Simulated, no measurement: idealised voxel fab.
Module name: voxel lift off (process module)
The cross-section on display is named cut; it measures 250 nm wide, and its cells are 5 nm squares.
Cross-section format: a grid of square cells, given as bands from top to bottom; each band is one or more rows of cells. A band entry consists of two parts. The first gives the height of the band's top and the height of its bottom, in nm. The rest lists the band's materials from left to right, each with its width in nm. A single material labelled with the word "full width" fills the band from edge to edge, and the word "air" marks empty space. Where do heights start? At 0: under that level the wafer as delivered is made of one material only. And the lowest band has no floor; it just carries on downward, as in "0 and below". A width such as "30->40" changes by the same amount from each row of cells to the next, from the band's top row to its bottom row. No cell of the cross-section changed in a step that is given as "remained unchanged". "Sealed internal voids" - sealed voids, min. 8 cells, no opening to top; format: width x height at distance (distance from left edge; nm throughout). If you see something after the settings on a step's line, that's the simulator's own remark about that step. The optional step-line setting "overlay nm" applies to steps with a mask and quantifies how far to the right of its planned location the mask lay, a negative value indicating leftward placement.

**The process steps that were planned are listed below**
1 op RECEIVE | material Si
2 op CONFORMAL_DEP | material SiN | thk nm 15
3 op PATTERN | tone open | mask id LINES | material resist | width nm 20 | pitch nm 50 | thk nm 20 | overlay nm 0
4 op DIRECTIONAL_DEP | material Ru | thk nm 10
5 op STRIP | etch materials resist
6 op CONFORMAL_DEP | material SiCN | thk nm 5

**Cross-section, incoming material, after step 1**
    0 and below  Si full width
    Sealed internal voids: none

**Run as planned - first of the two wafers cross-sectioned at the end of the module**
    30 down to 25  85 of air; 30 of SiCN; 20 of air; 30 of SiCN; 85 of air
    25 down to 20  85 of air; 5 of SiCN; 20 of Ru; 5 of SiCN; 20 of air; 5 of SiCN; 20 of Ru; 5 of SiCN; 85 of air
    20 down to 15  90 of SiCN; 20 of Ru; 30 of SiCN; 20 of Ru; 90 of SiCN
    15 down to 0  SiN full width
    0 and below  Si full width
    Sealed internal voids: none

**Wafer two, end of module, cross-section. Same start, same plan as wafer one. One mistake in the run**
    15 down to 10  85 of air; 30 of SiCN; 20 of air; 30 of SiCN; 85 of air
    10 down to 5  85 of air; 5 of SiCN; 20 of Ru; 5 of SiCN; 20 of air; 5 of SiCN; 20 of Ru; 5 of SiCN; 85 of air
    5 down to 0  90 of SiCN; 20 of Ru; 30 of SiCN; 20 of Ru; 90 of SiCN
    0 and below  Si full width
    Sealed internal voids: none
It is concluded that the wafer was processed incorrectly with respect to the plan, in that the plan's step 2 was left out and never carried out
Count the cells at the end and the second wafer has more or fewer of some materials than the first: SiN: 150 fewer
